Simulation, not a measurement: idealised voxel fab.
This section sets out a process module, namely voxel wiring stack.
Each square cell in cross-section cut measures 5 nm, and the section as a whole is 190 nm wide.
In what follows, cross-sections appear as grids of square cells, described through bands that run from the top down, where every band is one or more rows of cells. Quick guide to a band line: top height, bottom height (nm) up front; then every material left to right with its width in nm. Only one material and it's marked "edge to edge"? Then it fills the band edge to edge. And "blank" just means empty space. Heads up on the height convention: 0 is the point under which the incoming wafer is all one material, and the lowest band has no bottom, it just keeps going down, like "0 -> down". Width: "30 to 40" (first number = top row, second number = bottom row, same change from row to row of cells). "remained the same" for a step: no cell of the cross-section changed in that step. Empty spaces counting at least 8 cells and having no open way to the top are listed in "Encapsulated voids". The notation width x height at distance is used for each, the distance being from the left edge and all three values in nm. Where a step's line continues beyond its settings, the continuation is a remark by the simulator itself on that step. overlay nm: on a step with a mask, how far right of its planned place the mask lay; negative means left.

plan:
step 1: op RECEIVE | material Si
step 2: op CONFORMAL_DEP | material SiO2 | thk nm 10
step 3: op CONFORMAL_DEP | material SiN | thk nm 5
step 4: op DIRECTIONAL_DEP | material lowk | thk nm 15
step 5: op DIRECTIONAL_DEP | material aC | thk nm 10
step 6: op PATTERN | tone open | mask id METAL_1 | material resist | width nm 30 | pitch nm 60 | thk nm 30 | overlay nm 0
step 7: op DIRECTIONAL_ETCH | etch materials aC | depth nm 10
step 8: op STRIP | etch materials resist
step 9: op DIRECTIONAL_ETCH | etch materials lowk | depth nm 15
step 10: op DIRECTIONAL_ETCH | etch materials SiN | depth nm 5
step 11: op STRIP | etch materials aC
step 12: op CONFORMAL_DEP | material TiN | thk nm 5
step 13: op FILL_DEP | material Cu | thk nm 10
step 14: op CMP | height nm 30
step 15: op EPI | material Ru | thk nm 5
step 16: op FILL_DEP | material SiCN | thk nm 5
step 17: op DIRECTIONAL_DEP | material SiO2 | thk nm 15
step 18: op PATTERN | tone open | mask id PLUG_1 | material resist | width nm 15 | pitch nm 60 | thk nm 20 | overlay nm 0
step 19: op DIRECTIONAL_ETCH | etch materials SiO2 | depth nm 15
step 20: op DIRECTIONAL_ETCH | etch materials SiCN | depth nm 5
step 21: op STRIP | etch materials resist
step 22: op CONFORMAL_DEP | material TiN | thk nm 5
step 23: op FILL_DEP | material Ru | thk nm 10
step 24: op CMP | height nm 55
step 25: op DIRECTIONAL_DEP | material TiN | thk nm 5
step 26: op DIRECTIONAL_DEP | material W | thk nm 20
step 27: op MASKED_ETCH | tone cover | mask id METAL_2 | width nm 30 | pitch nm 60 | etch materials W | depth nm 20 | overlay nm 0
step 28: op MASKED_ETCH | tone cover | mask id METAL_2 | width nm 30 | pitch nm 60 | etch materials TiN | depth nm 5 | overlay nm 0
step 29: op FILL_DEP | material SiO2 | thk nm 5
step 30: op CMP | height nm 80
step 31: op CONFORMAL_DEP | material SiCN | thk nm 5

Wafer, first of two, run as planned:

Shown in cross-section is the wafer as received, that is, as it stands after step 1:
- 0 -> down: Si edge to edge
- Encapsulated voids: none

Cross-section of the wafer after step 2:
- 10 -> 0: SiO2 edge to edge
- Everything under 0 stays put, no change at all.

Cross-section of the wafer after step 3:
- 15 -> 10: SiN edge to edge
- Everything under 10 stays put, no change at all.

Cross-section of the wafer after step 4:
- 30 -> 15: lowk edge to edge
- Everything under 15 stays put, no change at all.

Cross-section of the wafer after step 5:
- 40 -> 30: aC edge to edge
- Everything under 30 stays put, no change at all.

Cross-section of the wafer after step 6:
- 70 -> 40: 20 of resist, then 30 of blank, then 30 of resist, then 30 of blank, then 30 of resist, then 30 of blank, then 20 of resist
- Everything under 40 stays put, no change at all.

Cross-section of the wafer after step 7:
- 60 -> 40: 20 of resist, then 30 of blank, then 30 of resist, then 30 of blank, then 30 of resist, then 30 of blank, then 20 of resist
- 40 -> 30: 20 of aC, then 30 of blank, then 30 of aC, then 30 of blank, then 30 of aC, then 30 of blank, then 20 of aC
- Everything under 30 stays put, no change at all.

Cross-section of the wafer after step 8:
- 40 -> 30: 20 of aC, then 30 of blank, then 30 of aC, then 30 of blank, then 30 of aC, then 30 of blank, then 20 of aC
- Everything under 30 stays put, no change at all.

Cross-section of the wafer after step 9:
- 40 -> 30: 20 of aC, then 30 of blank, then 30 of aC, then 30 of blank, then 30 of aC, then 30 of blank, then 20 of aC
- 30 -> 15: 20 of lowk, then 30 of blank, then 30 of lowk, then 30 of blank, then 30 of lowk, then 30 of blank, then 20 of lowk
- Everything under 15 stays put, no change at all.

Cross-section of the wafer after step 10:
- 40 -> 30: 20 of aC, then 30 of blank, then 30 of aC, then 30 of blank, then 30 of aC, then 30 of blank, then 20 of aC
- 30 -> 15: 20 of lowk, then 30 of blank, then 30 of lowk, then 30 of blank, then 30 of lowk, then 30 of blank, then 20 of lowk
- 15 -> 10: 20 of SiN, then 30 of blank, then 30 of SiN, then 30 of blank, then 30 of SiN, then 30 of blank, then 20 of SiN
- Everything under 10 stays put, no change at all.

Cross-section of the wafer after step 11:
- 30 -> 15: 20 of lowk, then 30 of blank, then 30 of lowk, then 30 of blank, then 30 of lowk, then 30 of blank, then 20 of lowk
- Everything under 15 stays put, no change at all.

Cross-section of the wafer after step 12:
- 35 -> 30: 25 of TiN, then 20 of blank, then 40 of TiN, then 20 of blank, then 40 of TiN, then 20 of blank, then 25 of TiN
- 30 -> 15: 20 of lowk, then 5 of TiN, then 20 of blank, then 5 of TiN, then 30 of lowk, then 5 of TiN, then 20 of blank, then 5 of TiN, then 30 of lowk, then 5 of TiN, then 20 of blank, then 5 of TiN, then 20 of lowk
- 15 -> 10: 20 of SiN, then 30 of TiN, then 30 of SiN, then 30 of TiN, then 30 of SiN, then 30 of TiN, then 20 of SiN
- Everything under 10 stays put, no change at all.

Cross-section of the wafer after step 13:
- 45 -> 35: Cu edge to edge
- 35 -> 30: 25 of TiN, then 20 of Cu, then 40 of TiN, then 20 of Cu, then 40 of TiN, then 20 of Cu, then 25 of TiN
- 30 -> 15: 20 of lowk, then 5 of TiN, then 20 of Cu, then 5 of TiN, then 30 of lowk, then 5 of TiN, then 20 of Cu, then 5 of TiN, then 30 of lowk, then 5 of TiN, then 20 of Cu, then 5 of TiN, then 20 of lowk
- Everything under 15 stays put, no change at all.

Cross-section of the wafer after step 14:
- 30 -> 15: 20 of lowk, then 5 of TiN, then 20 of Cu, then 5 of TiN, then 30 of lowk, then 5 of TiN, then 20 of Cu, then 5 of TiN, then 30 of lowk, then 5 of TiN, then 20 of Cu, then 5 of TiN, then 20 of lowk
- Everything under 15 stays put, no change at all.

Cross-section of the wafer after step 15:
- 35 -> 30: 15 of blank, then 40 of Ru, then 20 of blank, then 40 of Ru, then 20 of blank, then 40 of Ru, then 15 of blank
- Everything under 30 stays put, no change at all.

Cross-section of the wafer after step 16:
- 40 -> 35: SiCN edge to edge
- 35 -> 30: 15 of SiCN, then 40 of Ru, then 20 of SiCN, then 40 of Ru, then 20 of SiCN, then 40 of Ru, then 15 of SiCN
- Everything under 30 stays put, no change at all.

Cross-section of the wafer after step 17:
- 55 -> 40: SiO2 edge to edge
- Everything under 40 stays put, no change at all.

Cross-section of the wafer after step 18:
- 75 -> 55: 20 of resist, then 15 of blank, then 45 of resist, then 15 of blank, then 45 of resist, then 15 of blank, then 35 of resist
- Everything under 55 stays put, no change at all.

Cross-section of the wafer after step 19:
- 75 -> 55: 20 of resist, then 15 of blank, then 45 of resist, then 15 of blank, then 45 of resist, then 15 of blank, then 35 of resist
- 55 -> 40: 20 of SiO2, then 15 of blank, then 45 of SiO2, then 15 of blank, then 45 of SiO2, then 15 of blank, then 35 of SiO2
- Everything under 40 stays put, no change at all.

Cross-section of the wafer after step 20:
- 75 -> 55: 20 of resist, then 15 of blank, then 45 of resist, then 15 of blank, then 45 of resist, then 15 of blank, then 35 of resist
- 55 -> 40: 20 of SiO2, then 15 of blank, then 45 of SiO2, then 15 of blank, then 45 of SiO2, then 15 of blank, then 35 of SiO2
- 40 -> 35: 20 of SiCN, then 15 of blank, then 45 of SiCN, then 15 of blank, then 45 of SiCN, then 15 of blank, then 35 of SiCN
- Everything under 35 stays put, no change at all.

Cross-section of the wafer after step 21:
- 55 -> 40: 20 of SiO2, then 15 of blank, then 45 of SiO2, then 15 of blank, then 45 of SiO2, then 15 of blank, then 35 of SiO2
- Everything under 40 stays put, no change at all.

Cross-section of the wafer after step 22:
- 60 -> 55: 25 of TiN, then 5 of blank, then 55 of TiN, then 5 of blank, then 55 of TiN, then 5 of blank, then 40 of TiN
- 55 -> 40: 20 of SiO2, then 5 of TiN, then 5 of blank, then 5 of TiN, then 45 of SiO2, then 5 of TiN, then 5 of blank, then 5 of TiN, then 45 of SiO2, then 5 of TiN, then 5 of blank, then 5 of TiN, then 35 of SiO2
- 40 -> 35: 20 of SiCN, then 15 of TiN, then 45 of SiCN, then 15 of TiN, then 45 of SiCN, then 15 of TiN, then 35 of SiCN
- Everything under 35 stays put, no change at all.

Cross-section of the wafer after step 23:
- 70 -> 60: Ru edge to edge
- 60 -> 55: 25 of TiN, then 5 of Ru, then 55 of TiN, then 5 of Ru, then 55 of TiN, then 5 of Ru, then 40 of TiN
- 55 -> 40: 20 of SiO2, then 5 of TiN, then 5 of Ru, then 5 of TiN, then 45 of SiO2, then 5 of TiN, then 5 of Ru, then 5 of TiN, then 45 of SiO2, then 5 of TiN, then 5 of Ru, then 5 of TiN, then 35 of SiO2
- Everything under 40 stays put, no change at all.

Cross-section of the wafer after step 24:
- 55 -> 40: 20 of SiO2, then 5 of TiN, then 5 of Ru, then 5 of TiN, then 45 of SiO2, then 5 of TiN, then 5 of Ru, then 5 of TiN, then 45 of SiO2, then 5 of TiN, then 5 of Ru, then 5 of TiN, then 35 of SiO2
- Everything under 40 stays put, no change at all.

Cross-section of the wafer after step 25:
- 60 -> 55: TiN edge to edge
- Everything under 55 stays put, no change at all.

Cross-section of the wafer after step 26:
- 80 -> 60: W edge to edge
- Everything under 60 stays put, no change at all.

Cross-section of the wafer after step 27:
- 80 -> 60: 20 of blank, then 30 of W, then 30 of blank, then 30 of W, then 30 of blank, then 30 of W, then 20 of blank
- Everything under 60 stays put, no change at all.

Cross-section of the wafer after step 28:
- 80 -> 60: 20 of blank, then 30 of W, then 30 of blank, then 30 of W, then 30 of blank, then 30 of W, then 20 of blank
- 60 -> 55: 20 of blank, then 30 of TiN, then 30 of blank, then 30 of TiN, then 30 of blank, then 30 of TiN, then 20 of blank
- Everything under 55 stays put, no change at all.

Cross-section of the wafer after step 29:
- 85 -> 80: SiO2 edge to edge
- 80 -> 60: 20 of SiO2, then 30 of W, then 30 of SiO2, then 30 of W, then 30 of SiO2, then 30 of W, then 20 of SiO2
- 60 -> 55: 20 of SiO2, then 30 of TiN, then 30 of SiO2, then 30 of TiN, then 30 of SiO2, then 30 of TiN, then 20 of SiO2
- Everything under 55 stays put, no change at all.

Cross-section of the wafer after step 30:
- 80 -> 60: 20 of SiO2, then 30 of W, then 30 of SiO2, then 30 of W, then 30 of SiO2, then 30 of W, then 20 of SiO2
- Everything under 60 stays put, no change at all.

Cross-section of the wafer after step 31:
- 85 -> 80: SiCN edge to edge
- Everything under 80 stays put, no change at all.

Wafer two: like wafer one in start and plan, but with one mistake in execution; identical up to and including step 2:

Look at the second wafer in cross-section at the time step 3 ought to have finished: remained the same

Look at the second wafer in cross-section at the time step 4 ought to have finished:
- 25 -> 10: lowk edge to edge
- Everything under 10 stays put, no change at all.

Look at the second wafer in cross-section at the time step 5 ought to have finished:
- 35 -> 25: aC edge to edge
- Everything under 25 stays put, no change at all.

Look at the second wafer in cross-section at the time step 6 ought to have finished:
- 65 -> 35: 20 of resist, then 30 of blank, then 30 of resist, then 30 of blank, then 30 of resist, then 30 of blank, then 20 of resist
- Everything under 35 stays put, no change at all.

Look at the second wafer in cross-section at the time step 7 ought to have finished:
- 55 -> 35: 20 of resist, then 30 of blank, then 30 of resist, then 30 of blank, then 30 of resist, then 30 of blank, then 20 of resist
- 35 -> 25: 20 of aC, then 30 of blank, then 30 of aC, then 30 of blank, then 30 of aC, then 30 of blank, then 20 of aC
- Everything under 25 stays put, no change at all.

Look at the second wafer in cross-section at the time step 8 ought to have finished:
- 35 -> 25: 20 of aC, then 30 of blank, then 30 of aC, then 30 of blank, then 30 of aC, then 30 of blank, then 20 of aC
- Everything under 25 stays put, no change at all.

Look at the second wafer in cross-section at the time step 9 ought to have finished:
- 35 -> 25: 20 of aC, then 30 of blank, then 30 of aC, then 30 of blank, then 30 of aC, then 30 of blank, then 20 of aC
- 25 -> 10: 20 of lowk, then 30 of blank, then 30 of lowk, then 30 of blank, then 30 of lowk, then 30 of blank, then 20 of lowk
- Everything under 10 stays put, no change at all.

Look at the second wafer in cross-section at the time step 10 ought to have finished: remained the same

Look at the second wafer in cross-section at the time step 11 ought to have finished:
- 25 -> 10: 20 of lowk, then 30 of blank, then 30 of lowk, then 30 of blank, then 30 of lowk, then 30 of blank, then 20 of lowk
- Everything under 10 stays put, no change at all.

Look at the second wafer in cross-section at the time step 12 ought to have finished:
- 30 -> 25: 25 of TiN, then 20 of blank, then 40 of TiN, then 20 of blank, then 40 of TiN, then 20 of blank, then 25 of TiN
- 25 -> 15: 20 of lowk, then 5 of TiN, then 20 of blank, then 5 of TiN, then 30 of lowk, then 5 of TiN, then 20 of blank, then 5 of TiN, then 30 of lowk, then 5 of TiN, then 20 of blank, then 5 of TiN, then 20 of lowk
- 15 -> 10: 20 of lowk, then 30 of TiN, then 30 of lowk, then 30 of TiN, then 30 of lowk, then 30 of TiN, then 20 of lowk
- Everything under 10 stays put, no change at all.

Look at the second wafer in cross-section at the time step 13 ought to have finished:
- 40 -> 30: Cu edge to edge
- 30 -> 25: 25 of TiN, then 20 of Cu, then 40 of TiN, then 20 of Cu, then 40 of TiN, then 20 of Cu, then 25 of TiN
- 25 -> 15: 20 of lowk, then 5 of TiN, then 20 of Cu, then 5 of TiN, then 30 of lowk, then 5 of TiN, then 20 of Cu, then 5 of TiN, then 30 of lowk, then 5 of TiN, then 20 of Cu, then 5 of TiN, then 20 of lowk
- Everything under 15 stays put, no change at all.

Look at the second wafer in cross-section at the time step 14 ought to have finished:
- 30 -> 25: 25 of TiN, then 20 of Cu, then 40 of TiN, then 20 of Cu, then 40 of TiN, then 20 of Cu, then 25 of TiN
- Everything under 25 stays put, no change at all.

Look at the second wafer in cross-section at the time step 15 ought to have finished:
- 35 -> 30: Ru edge to edge
- Everything under 30 stays put, no change at all.

Look at the second wafer in cross-section at the time step 16 ought to have finished:
- 40 -> 35: SiCN edge to edge
- Everything under 35 stays put, no change at all.

Look at the second wafer in cross-section at the time step 17 ought to have finished:
- 55 -> 40: SiO2 edge to edge
- Everything under 40 stays put, no change at all.

Look at the second wafer in cross-section at the time step 18 ought to have finished:
- 75 -> 55: 20 of resist, then 15 of blank, then 45 of resist, then 15 of blank, then 45 of resist, then 15 of blank, then 35 of resist
- Everything under 55 stays put, no change at all.

Look at the second wafer in cross-section at the time step 19 ought to have finished:
- 75 -> 55: 20 of resist, then 15 of blank, then 45 of resist, then 15 of blank, then 45 of resist, then 15 of blank, then 35 of resist
- 55 -> 40: 20 of SiO2, then 15 of blank, then 45 of SiO2, then 15 of blank, then 45 of SiO2, then 15 of blank, then 35 of SiO2
- Everything under 40 stays put, no change at all.

Look at the second wafer in cross-section at the time step 20 ought to have finished:
- 75 -> 55: 20 of resist, then 15 of blank, then 45 of resist, then 15 of blank, then 45 of resist, then 15 of blank, then 35 of resist
- 55 -> 40: 20 of SiO2, then 15 of blank, then 45 of SiO2, then 15 of blank, then 45 of SiO2, then 15 of blank, then 35 of SiO2
- 40 -> 35: 20 of SiCN, then 15 of blank, then 45 of SiCN, then 15 of blank, then 45 of SiCN, then 15 of blank, then 35 of SiCN
- Everything under 35 stays put, no change at all.

Look at the second wafer in cross-section at the time step 21 ought to have finished:
- 55 -> 40: 20 of SiO2, then 15 of blank, then 45 of SiO2, then 15 of blank, then 45 of SiO2, then 15 of blank, then 35 of SiO2
- Everything under 40 stays put, no change at all.

Look at the second wafer in cross-section at the time step 22 ought to have finished:
- 60 -> 55: 25 of TiN, then 5 of blank, then 55 of TiN, then 5 of blank, then 55 of TiN, then 5 of blank, then 40 of TiN
- 55 -> 40: 20 of SiO2, then 5 of TiN, then 5 of blank, then 5 of TiN, then 45 of SiO2, then 5 of TiN, then 5 of blank, then 5 of TiN, then 45 of SiO2, then 5 of TiN, then 5 of blank, then 5 of TiN, then 35 of SiO2
- 40 -> 35: 20 of SiCN, then 15 of TiN, then 45 of SiCN, then 15 of TiN, then 45 of SiCN, then 15 of TiN, then 35 of SiCN
- Everything under 35 stays put, no change at all.

Look at the second wafer in cross-section at the time step 23 ought to have finished:
- 70 -> 60: Ru edge to edge
- 60 -> 55: 25 of TiN, then 5 of Ru, then 55 of TiN, then 5 of Ru, then 55 of TiN, then 5 of Ru, then 40 of TiN
- 55 -> 40: 20 of SiO2, then 5 of TiN, then 5 of Ru, then 5 of TiN, then 45 of SiO2, then 5 of TiN, then 5 of Ru, then 5 of TiN, then 45 of SiO2, then 5 of TiN, then 5 of Ru, then 5 of TiN, then 35 of SiO2
- Everything under 40 stays put, no change at all.

Look at the second wafer in cross-section at the time step 24 ought to have finished:
- 55 -> 40: 20 of SiO2, then 5 of TiN, then 5 of Ru, then 5 of TiN, then 45 of SiO2, then 5 of TiN, then 5 of Ru, then 5 of TiN, then 45 of SiO2, then 5 of TiN, then 5 of Ru, then 5 of TiN, then 35 of SiO2
- Everything under 40 stays put, no change at all.

Look at the second wafer in cross-section at the time step 25 ought to have finished:
- 60 -> 55: TiN edge to edge
- Everything under 55 stays put, no change at all.

Look at the second wafer in cross-section at the time step 26 ought to have finished:
- 80 -> 60: W edge to edge
- Everything under 60 stays put, no change at all.

Look at the second wafer in cross-section at the time step 27 ought to have finished:
- 80 -> 60: 20 of blank, then 30 of W, then 30 of blank, then 30 of W, then 30 of blank, then 30 of W, then 20 of blank
- Everything under 60 stays put, no change at all.

Look at the second wafer in cross-section at the time step 28 ought to have finished:
- 80 -> 60: 20 of blank, then 30 of W, then 30 of blank, then 30 of W, then 30 of blank, then 30 of W, then 20 of blank
- 60 -> 55: 20 of blank, then 30 of TiN, then 30 of blank, then 30 of TiN, then 30 of blank, then 30 of TiN, then 20 of blank
- Everything under 55 stays put, no change at all.

Look at the second wafer in cross-section at the time step 29 ought to have finished:
- 85 -> 80: SiO2 edge to edge
- 80 -> 60: 20 of SiO2, then 30 of W, then 30 of SiO2, then 30 of W, then 30 of SiO2, then 30 of W, then 20 of SiO2
- 60 -> 55: 20 of SiO2, then 30 of TiN, then 30 of SiO2, then 30 of TiN, then 30 of SiO2, then 30 of TiN, then 20 of SiO2
- Everything under 55 stays put, no change at all.

Look at the second wafer in cross-section at the time step 30 ought to have finished:
- 80 -> 60: 20 of SiO2, then 30 of W, then 30 of SiO2, then 30 of W, then 30 of SiO2, then 30 of W, then 20 of SiO2
- Everything under 60 stays put, no change at all.

Look at the second wafer in cross-section at the time step 31 ought to have finished:
- 85 -> 80: SiCN edge to edge
- Everything under 80 stays put, no change at all.
Processing error: step 3 of the plan was excluded from execution and never run
Final cells, second wafer relative to first, materials higher or lower: Ru: 14 more, SiCN: 14 fewer, SiN: 20 fewer, TiN: 20 more
